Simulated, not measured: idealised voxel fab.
Proc. module: voxel tone inversion
Square cells of 5 nm make up the cross-section cut, whose width is 240 nm.
We lay out every cross-section as a grid of square cells and spell it out in bands from the top down, where one band means one or more rows of cells. Basically the band line says how high the top is and how high the bottom is, in nm, and then what's in it from left to right, every material with its width in nm. Empty space shows up as "empty", and if a single material carries "full width" it runs the full band edge to edge. Below 0: as-received wafer, all one material; heights counted from there. Lowest band: no bottom, goes on down, written "0 nm and below". Graded width ("30 to 40"): value in top row of band = first number; value in bottom row = second number; row-to-row change constant. Any step labelled "left unchanged" changed none of the cells in the cross-section. "Sealed internal cavities" - sealed voids, min. 8 cells, no opening to top; format: width x height at distance (distance from left edge; nm throughout). Read whatever lies past the settings on a step's line as the simulator's own remark about the step. You can add "overlay nm" to a step's line. For a step with a mask, it describes how far the mask lay to the right of its planned position, and a negative number describes a lay to the left.

## Steps planned for the process
step 1: RECEIVE: material Si
step 2: CONFORMAL_DEP: material SiN, thk nm 10
step 3: DIRECTIONAL_DEP: material aC, thk nm 25
step 4: PATTERN: tone cover, mask id POSTS, material resist, width nm 20, pitch nm 50, thk nm 35, overlay nm 0
step 5: DIRECTIONAL_ETCH: etch materials aC, depth nm 25
step 6: STRIP: etch materials resist
step 7: FILL_DEP: material lowk, thk nm 5
step 8: CMP: height nm 35
step 9: STRIP: etch materials aC
step 10: CONFORMAL_DEP: material TiN, thk nm 5
step 11: FILL_DEP: material Ru, thk nm 10
step 12: CMP: height nm 35
step 13: CONFORMAL_DEP: material SiN, thk nm 5

## So this is the incoming wafer in cross-section - it's already been through step 1
> 0 nm and below | Si full width
> Sealed internal cavities: none

## Final cross-section, module run with one mistake (start and plan as above)
> 40 nm to 0 nm | SiN full width
> 0 nm and below | Si full width
> Sealed internal cavities: none
Against the plan, the run slipped here: for step 3, the planned setting was not used; the step was instead run as DIRECTIONAL_DEP: material SiN, thk nm 25
